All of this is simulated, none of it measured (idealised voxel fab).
A process module follows: voxel spacer lines.
Each square cell in cross-section cut measures 5 nm, and the section as a whole is 225 nm wide.
Square cells in a grid make up a cross-section in this document, and the grid is given as bands, listed from the top down, each one or more rows of cells. The entry gives the band's vertical extent as a top height and a bottom height in nm, then its horizontal make-up as materials from left to right, each with a width in nm. "air" stands for empty space; a single material marked "all across" fills the band edge to edge. Height reference: 0 = level under which incoming wafer is all one material. Lowest band: no bottom, runs on downward, e.g. "z 0 and below". Graded width ("30->40"): value in top row of band = first number; value in bottom row = second number; row-to-row change constant. "no change", as given for a step, is the statement that not any cell of the cross-section underwent a change during that step. "Enclosed internal cavities" contains a list of empty spaces, each no smaller than 8 cells and without an open way to the top, written in the form width x height at distance with the distance from the left edge and all three in nm. Note: text after step settings on the step line = simulator remark on that step. overlay nm: for a step with a mask, the amount by which the mask lay right of where it was planned; a negative amount means left of it.
### Below is the list of planned process steps
- 1: RECEIVE,material Si
- 2: CONFORMAL_DEP,material Al2O3,thk nm 10
- 3: DIRECTIONAL_DEP,material W,thk nm 15
- 4: DIRECTIONAL_DEP,material aC,thk nm 25
- 5: PATTERN,tone cover,mask id MANDREL,material resist,width nm 25,pitch nm 80,thk nm 30,overlay nm -5
- 6: DIRECTIONAL_ETCH,etch materials aC,depth nm 25
- 7: STRIP,etch materials resist
- 8: CONFORMAL_DEP,material SiO2,thk nm 15
- 9: DIRECTIONAL_ETCH,etch materials SiO2,depth nm 15
- 10: STRIP,etch materials aC
- 11: DIRECTIONAL_ETCH,etch materials W,depth nm 15
- 12: STRIP,etch materials SiO2
Split variable: overlay nm, step 5. Plan value = first wafer. Wafers start alike.
### The first of several wafers as received, shown in cross-section; this is its state after step 1
> z 0 and below = Si all across
> Enclosed internal cavities: none
### After the module's final step, step 12: the first of several wafers in cross-section
> z 25 to 10 = 15 nm W, then 25 nm air, then 15 nm W, then 25 nm air, then 15 nm W, then 25 nm air, then 15 nm W, then 25 nm air, then 15 nm W, then 25 nm air, then 15 nm W, then 10 nm air
> z 10 to 0 = Al2O3 all across
> z 0 and below = Si all across
> Enclosed internal cavities: none
### Cross-sectional view, end of module, last wafer of several
> z 25 to 10 = 10 nm air, then 15 nm W, then 25 nm air, then 15 nm W, then 25 nm air, then 15 nm W, then 25 nm air, then 15 nm W, then 25 nm air, then 15 nm W, then 25 nm air, then 15 nm W
> z 10 to 0 = Al2O3 all across
> z 0 and below = Si all across
> Enclosed internal cavities: none
### Rows = wafers. At module end, each row lists per material the cells gained (+) or lost (-) since the wafer was received, then the closed voids
overlay nm -5 | +90 Al2O3 | +54 W | Enclosed internal cavities: none
overlay nm 0 | +90 Al2O3 | +54 W | Enclosed internal cavities: none
overlay nm 5 | +90 Al2O3 | +54 W | Enclosed internal cavities: none
